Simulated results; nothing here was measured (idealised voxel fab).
Presented below is a process module, voxel spacer lines.
In the cross-section labelled cut, the width is 225 nm and each square cell is 5 nm.
Cross-section spec: square-cell grid; bands listed top down; each band is one or more rows.
For a band, the entry starts with two heights in nm, that of the top and then that of the bottom, and carries on with the band's materials in order from left to right, each alongside its width in nm; the word "edge to edge" beside a single material means it fills the band edge to edge, and "empty" means empty space.
All heights in this document are referenced to 0, defined as the level beneath which the wafer, as received, consists entirely of one material. The lowest band is not bounded below; it extends indefinitely downward and is written in the form "z 0 and below".
A width such as "30 to 40" changes by the same amount from each row of cells to the next, from the band's top row to its bottom row.
Take "identical to before" at face value: in the step it is given for, the cross-section changed in none of its cells.
Any empty space of 8 cells or more lacking an open way to the top shows up in "Closed void list" as width x height at distance, distance from the left edge, in nm.
Note: text after step settings on the step line = simulator remark on that step.
Regarding "overlay nm": on a step with a mask, it is the distance the mask lay to the right of its planned place; a negative value places it to the left.

[The steps planned for the process are as follows]
- 1: RECEIVE [material Si]
- 2: CONFORMAL_DEP [material Al2O3] [thk nm 5]
- 3: DIRECTIONAL_DEP [material W] [thk nm 10]
- 4: DIRECTIONAL_DEP [material aC] [thk nm 30]
- 5: PATTERN [tone cover] [mask id MANDREL] [material resist] [width nm 15] [pitch nm 70] [thk nm 40] [overlay nm 0]
- 6: DIRECTIONAL_ETCH [etch materials aC] [depth nm 30]
- 7: STRIP [etch materials resist]
- 8: CONFORMAL_DEP [material SiO2] [thk nm 10]
- 9: DIRECTIONAL_ETCH [etch materials SiO2] [depth nm 10]
- 10: STRIP [etch materials aC]
- 11: DIRECTIONAL_ETCH [etch materials W] [depth nm 10]
- 12: STRIP [etch materials SiO2]
- 13: FILL_DEP [material SiO2] [thk nm 5]
- 14: CMP [height nm 15]
The wafers are alike at the start. At step 5, their width nm differs. The plan lists the first wafer's value.

[After step 1, as received: first of several wafers, cross-section]
> z 0 and below = Si edge to edge
> Closed void list: none

[Take a look at the first of several wafers in cross-section: the module is done, and step 14 was its last step]
> z 15 to 5 = SiO2 25 nm / W 10 nm / SiO2 15 nm / W 10 nm / SiO2 35 nm / W 10 nm / SiO2 15 nm / W 10 nm / SiO2 35 nm / W 10 nm / SiO2 15 nm / W 10 nm / SiO2 25 nm
> z 5 to 0 = Al2O3 edge to edge
> z 0 and below = Si edge to edge
> Closed void list: none

[Module end, final wafer: cross-section]
> z 15 to 5 = SiO2 15 nm / W 10 nm / SiO2 40 nm / W 10 nm / SiO2 10 nm / W 10 nm / SiO2 40 nm / W 10 nm / SiO2 10 nm / W 10 nm / SiO2 40 nm / W 10 nm / SiO2 10 nm
> z 5 to 0 = Al2O3 edge to edge
> z 0 and below = Si edge to edge
> Closed void list: none

[Here is how to read the rows: every wafer has a row, and it shows the wafer at the end of the module, giving for each material how many cells were gained (+) or lost (-) since the wafer was received, then listing its closed voids]
width nm 15, +45 Al2O3, +66 SiO2, +24 W, Closed void list: none
width nm 20, +45 Al2O3, +66 SiO2, +24 W, Closed void list: none
width nm 25, +45 Al2O3, +66 SiO2, +24 W, Closed void list: none
width nm 30, +45 Al2O3, +66 SiO2, +24 W, Closed void list: none
width nm 35, +45 Al2O3, +66 SiO2, +24 W, Closed void list: none
width nm 40, +45 Al2O3, +66 SiO2, +24 W, Closed void list: none
